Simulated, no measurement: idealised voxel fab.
You're looking at the process module voxel ribs on slabs.
This is section cut - it's 240 nm across, gridded in 5 nm square cells.
Cross-section = grid of square cells, listed top down in bands; band = one or more rows.
Per band: top height and bottom height in nm, followed by the left-to-right materials and their widths in nm; "everywhere" marks a single material spanning edge to edge, "empty" marks empty space.
Beneath 0, the wafer as received is one material, and that level is where height counting begins. The lowest band goes on downward without a bottom; it is written like "from 0 down".
Graded width ("30 to 40"): value in top row of band = first number; value in bottom row = second number; row-to-row change constant.
Step marked "changes: none"? Then no cell in the cross-section changed in it.
"Catalogued sealed voids" contains a list of empty spaces, each no smaller than 8 cells and without an open way to the top, written in the form width x height at distance with the distance from the left edge and all three in nm.
It should be noted that, on the line of a given step, the content following the step's settings is a remark produced by the simulator itself with respect to that step.
On any step carrying a mask, the "overlay nm" setting, if present on the step's line, tells how far right of its planned place the mask lay; negative values point to the left.
**List of planned process steps**
1: RECEIVE, material Si
2: DIRECTIONAL_DEP, material SiO2, thk nm 20
3: DIRECTIONAL_DEP, material SiN, thk nm 20
4: MASKED_ETCH, tone cover, mask id RIB, width nm 20, etch materials SiN, depth nm 5, overlay nm 0
5: DIRECTIONAL_DEP, material aC, thk nm 10
6: PATTERN, tone cover, mask id SLAB, material resist, width nm 60, thk nm 25, overlay nm 0
7: DIRECTIONAL_ETCH, etch materials aC, depth nm 10
8: STRIP, etch materials resist
9: DIRECTIONAL_ETCH, etch materials SiN, depth nm 15
10: STRIP, etch materials aC
11: FILL_DEP, material SiO2, thk nm 25
12: CMP, height nm 55
13: DIRECTIONAL_DEP, material W, thk nm 5
14: DIRECTIONAL_DEP, material aC, thk nm 15
15: PATTERN, tone cover, mask id HEATER, material resist, width nm 30, thk nm 30, overlay nm 0
16: DIRECTIONAL_ETCH, etch materials aC, depth nm 15
17: STRIP, etch materials resist
18: DIRECTIONAL_ETCH, etch materials W, depth nm 5
19: STRIP, etch materials aC
20: CONFORMAL_DEP, material SiO2, thk nm 5
**Incoming wafer in cross-section (state: after step 1)**
	from 0 down  Si everywhere
	Catalogued sealed voids: none
**First of two wafers: cross-section at end of module, run per plan**
	from 65 to 60  100 nm empty | 40 nm SiO2 | 100 nm empty
	from 60 to 55  105 nm SiO2 | 30 nm W | 105 nm SiO2
	from 55 to 40  SiO2 everywhere
	from 40 to 35  110 nm SiO2 | 20 nm SiN | 110 nm SiO2
	from 35 to 20  90 nm SiO2 | 60 nm SiN | 90 nm SiO2
	from 20 to 0  SiO2 everywhere
	from 0 down  Si everywhere
	Catalogued sealed voids: none
**Cross-sectional view: second of two wafers, end of module; start and plan identical to the first, one mistake in running**
	from 65 to 60  100 nm empty | 40 nm SiO2 | 100 nm empty
	from 60 to 55  105 nm SiO2 | 30 nm W | 105 nm SiO2
	from 55 to 40  SiO2 everywhere
	from 40 to 35  110 nm SiO2 | 25 nm SiN | 105 nm SiO2
	from 35 to 20  90 nm SiO2 | 60 nm SiN | 90 nm SiO2
	from 20 to 0  SiO2 everywhere
	from 0 down  Si everywhere
	Catalogued sealed voids: none
Finding, execution versus plan: step 4 ran differently from the plan; actual operation with settings: MASKED_ETCH, tone cover, mask id RIB, width nm 25, etch materials SiN, depth nm 5, overlay nm 0
Final comparison by cell count, materials where the second wafer has more or fewer than the first: SiN: 1 more | SiO2: 1 fewer
